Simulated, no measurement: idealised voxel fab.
process module | voxel tone inversion
Shown is cross-section cut, with a width of 205 nm and square cells of size 5 nm.
Cross-section format: a grid of square cells, given as bands from top to bottom; each band is one or more rows of cells. Each band's line starts with the height of the band's top and of its bottom, in nm. Then come its materials from left to right, each with its width in nm. One material with "edge to edge" fills the band from edge to edge. "blank" is empty space. It should be noted that heights are counted from 0, beneath which the wafer as supplied is of one material throughout, and that the lowest band possesses no lower boundary but continues downward, as written in "0 -> down". Top row gets the first number, bottom row gets the second, and each row in between changes by the same step: that is how a band width like "30->40" works. The cross-section has no changed cell in any step marked "remains unaltered". "Listed closed voids" means: voids of 8 cells or more that are shut off from the top with no open way through. Written width x height at distance, distance from the left edge, in nm. Post-settings text on a step line: simulator's own remark regarding the step. "overlay nm", when on a step's line for a step with a mask, measures how far to the right of its planned place the mask lay; a negative measure means to the left.

List of planned process steps
1,RECEIVE | material Si
2,CONFORMAL_DEP | material SiCN | thk nm 10
3,DIRECTIONAL_DEP | material aC | thk nm 15
4,PATTERN | tone cover | mask id POSTS | material resist | width nm 25 | pitch nm 45 | thk nm 20 | overlay nm 0
5,DIRECTIONAL_ETCH | etch materials aC | depth nm 15
6,STRIP | etch materials resist
7,FILL_DEP | material SiO2 | thk nm 10
8,CMP | height nm 25
9,STRIP | etch materials aC

Cross-section: wafer on arrival = after step 1
> 0 -> down: Si edge to edge
> Listed closed voids: none

Cross-sectional image of the first of two wafers at the end of the module, the run having proceeded as planned
> 25 -> 10: SiO2 (20)  blank (25)  SiO2 (20)  blank (25)  SiO2 (20)  blank (25)  SiO2 (20)  blank (25)  SiO2 (25)
> 10 -> 0: SiCN edge to edge
> 0 -> down: Si edge to edge
> Listed closed voids: none

Wafer two cross-section, module end. Start and plan unchanged from wafer one; one mistake made during the run
> 25 -> 10: blank (20)  SiO2 (25)  blank (20)  SiO2 (25)  blank (20)  SiO2 (25)  blank (20)  SiO2 (25)  blank (25)
> 10 -> 0: SiCN edge to edge
> 0 -> down: Si edge to edge
> Listed closed voids: none
Want to know what went wrong? step 4 was not run as planned; what actually ran was PATTERN | tone open | mask id POSTS | material resist | width nm 25 | pitch nm 45 | thk nm 20 | overlay nm 0
Cell-count delta at end, second wafer over first, by material: 3 fewer of SiO2
